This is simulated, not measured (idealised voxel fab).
The process module that follows is named voxel transistor to metal.
For reference, the cross-section in this document is cut, with width 200 nm and square cells of 5 nm.
Cross-sections here: square-cell grids, written as top-down lists of bands, a band being one or more rows of cells. Per band: top height and bottom height in nm, followed by the left-to-right materials and their widths in nm; "throughout" marks a single material spanning edge to edge, "blank" marks empty space. Heights from 0 (as-received wafer is one material below). Bottom band endless downward, as "0 down". A width such as "30 to 40" changes by the same amount from each row of cells to the next, from the band's top row to its bottom row. Where a step carries "nothing different", the cross-section came out of it unchanged, cell for cell. "Trapped cavities": empty spaces of 8 cells or more with no open way to the top, each given as width x height at distance, distance from the left edge, all in nm. Anything after a step's settings on that line? It's the simulator's own note about the step. The "overlay nm" setting may appear on a step's line; for a step that uses a mask, it gives how far to the right of its planned position the mask lay, and a negative value indicates the left.

### So here's the lineup of process steps we planned
1,RECEIVE with material Si
2,CONFORMAL_DEP with material SiO2, thk nm 5
3,CONFORMAL_DEP with material SiN, thk nm 15
4,DIRECTIONAL_DEP with material aC, thk nm 10
5,PATTERN with tone cover, mask id ACTIVE, material resist, width nm 110, thk nm 30, overlay nm 0
6,DIRECTIONAL_ETCH with etch materials aC, depth nm 10
7,STRIP with etch materials resist
8,DIRECTIONAL_ETCH with etch materials SiN, depth nm 15
9,DIRECTIONAL_ETCH with etch materials SiO2, depth nm 5
10,DIRECTIONAL_ETCH with etch materials Si, depth nm 30
11,STRIP with etch materials aC
12,OXIDIZE with depth nm 5
13,FILL_DEP with material SiO2, thk nm 15
14,CMP with height nm 20
15,SELECTIVE_ETCH with etch materials SiO2, depth nm 10
16,STRIP with etch materials SiN
17,SELECTIVE_ETCH with etch materials SiO2, depth nm 5
18,OXIDIZE with depth nm 5
19,DIRECTIONAL_DEP with material polySi, thk nm 25
20,DIRECTIONAL_DEP with material SiCN, thk nm 10
21,MASKED_ETCH with tone cover, mask id GATE, width nm 20, etch materials SiCN, depth nm 20, overlay nm 0
22,MASKED_ETCH with tone cover, mask id GATE, width nm 20, etch materials polySi, depth nm 35, overlay nm 0
23,CONFORMAL_DEP with material SiO2, thk nm 5
24,DIRECTIONAL_ETCH with etch materials SiO2, depth nm 5
25,CONFORMAL_DEP with material SiN, thk nm 5
26,DIRECTIONAL_ETCH with etch materials SiN, depth nm 5
27,DIRECTIONAL_ETCH with etch materials SiO2, depth nm 5
28,DIRECTIONAL_ETCH with etch materials Si, depth nm 15
29,EPI with material nSi, thk nm 15
30,FILL_DEP with material SiO2, thk nm 10
31,CMP with height nm 35
32,DIRECTIONAL_DEP with material SiO2, thk nm 10
33,DIRECTIONAL_DEP with material aC, thk nm 15
34,PATTERN with tone open, mask id CONTACT, material resist, width nm 15, pitch nm 75, thk nm 35, overlay nm 0
35,DIRECTIONAL_ETCH with etch materials aC, depth nm 15
36,STRIP with etch materials resist
37,DIRECTIONAL_ETCH with etch materials SiO2, depth nm 50
38,STRIP with etch materials aC
39,CONFORMAL_DEP with material TiN, thk nm 5
40,FILL_DEP with material Ru, thk nm 10
41,CMP with height nm 45
42,DIRECTIONAL_DEP with material TiN, thk nm 5
43,DIRECTIONAL_DEP with material Ru, thk nm 15
44,DIRECTIONAL_DEP with material aC, thk nm 10
45,PATTERN with tone cover, mask id METAL_1, material resist, width nm 15, pitch nm 75, thk nm 30, overlay nm 0
46,DIRECTIONAL_ETCH with etch materials aC, depth nm 10
47,STRIP with etch materials resist
48,DIRECTIONAL_ETCH with etch materials Ru, depth nm 15
49,DIRECTIONAL_ETCH with etch materials TiN, depth nm 5
50,STRIP with etch materials aC
51,FILL_DEP with material SiO2, thk nm 10
52,CMP with height nm 65
53,CONFORMAL_DEP with material SiCN, thk nm 5
54,DIRECTIONAL_DEP with material SiO2, thk nm 30
55,DIRECTIONAL_DEP with material aC, thk nm 15
56,PATTERN with tone open, mask id METAL_2, material resist, width nm 15, pitch nm 75, thk nm 30, overlay nm 0
57,DIRECTIONAL_ETCH with etch materials aC, depth nm 15
58,STRIP with etch materials resist
59,DIRECTIONAL_ETCH with etch materials SiO2, depth nm 20
60,STRIP with etch materials aC
61,PATTERN with tone open, mask id METAL_2_HOLES, material resist, width nm 15, pitch nm 75, thk nm 20, overlay nm 0
62,DIRECTIONAL_ETCH with etch materials SiO2, depth nm 10
63,DIRECTIONAL_ETCH with etch materials SiCN, depth nm 5
64,STRIP with etch materials resist
65,CONFORMAL_DEP with material TiN, thk nm 5
66,FILL_DEP with material Cu, thk nm 5
67,CMP with height nm 100
68,CONFORMAL_DEP with material SiN, thk nm 5

### Wafer as received: cross-section following step 1
0 down: Si throughout
Trapped cavities: none

### Result of the module, cross-sectioned: start per above, plan per above, one error in how it was run
105 to 100: SiN throughout
100 to 90: SiO2: 55, TiN: 5, Cu: 10 to 5, TiN: 5 to 10, SiO2: 55, TiN: 5, Cu: 10 to 5, TiN: 5 to 10, SiO2: 50
90 to 70: SiO2: 55, TiN: 5, Cu: 5, TiN: 5, SiO2: 60, TiN: 5, Cu: 5, TiN: 5, SiO2: 55
70 to 65: SiCN: 55, TiN: 15, SiCN: 60, TiN: 15, SiCN: 55
65 to 50: SiO2: 55, Ru: 15, SiO2: 60, Ru: 15, SiO2: 55
50 to 45: SiO2: 55, TiN: 15, SiO2: 60, TiN: 15, SiO2: 55
45 to 35: SiO2: 55, TiN: 5, Ru: 5, TiN: 5, SiO2: 60, TiN: 5, Ru: 5, TiN: 5, SiO2: 55
35 to 25: SiO2: 55, TiN: 5, Ru: 5, TiN: 5, SiO2: 10, SiN: 5, SiO2: 5, SiCN: 20, SiO2: 5, SiN: 5, SiO2: 10, TiN: 5, Ru: 5, TiN: 5, SiO2: 55
25 to 15: SiO2: 55, TiN: 5, Ru: 5, TiN: 5, SiO2: 10, SiN: 5, SiO2: 5, polySi: 20, SiO2: 5, SiN: 5, SiO2: 10, TiN: 5, Ru: 5, TiN: 5, SiO2: 55
15 to 10: SiO2: 55, TiN: 15, SiO2: 10, SiN: 5, SiO2: 5, polySi: 20, SiO2: 5, SiN: 5, SiO2: 10, TiN: 15, SiO2: 55
10 to 5: SiO2: 55, TiN: 10, nSi: 15, SiN: 5, SiO2: 5, polySi: 20, SiO2: 5, SiN: 5, nSi: 15, TiN: 10, SiO2: 55
5 to 0: SiO2: 45, SiN: 5, SiO2: 5, TiN: 10, nSi: 15, SiN: 5, SiO2: 5, polySi: 20, SiO2: 5, SiN: 5, nSi: 15, TiN: 10, SiO2: 5, SiN: 5, SiO2: 45
0 to -5: SiO2: 55, TiN: 10, nSi: 15, SiO2: 40, nSi: 15, TiN: 10, SiO2: 55
-5 to -20: SiO2: 50, nSi: 30, Si: 40, nSi: 30, SiO2: 50
-20 to -35: SiO2: 50, Si: 100, SiO2: 50
-35 down: Si throughout
Trapped cavities: none
Against the plan, the run slipped here: step 61 changed vs plan, executed as PATTERN with tone open, mask id METAL_2_HOLES, material resist, width nm 20, pitch nm 75, thk nm 20, overlay nm 0
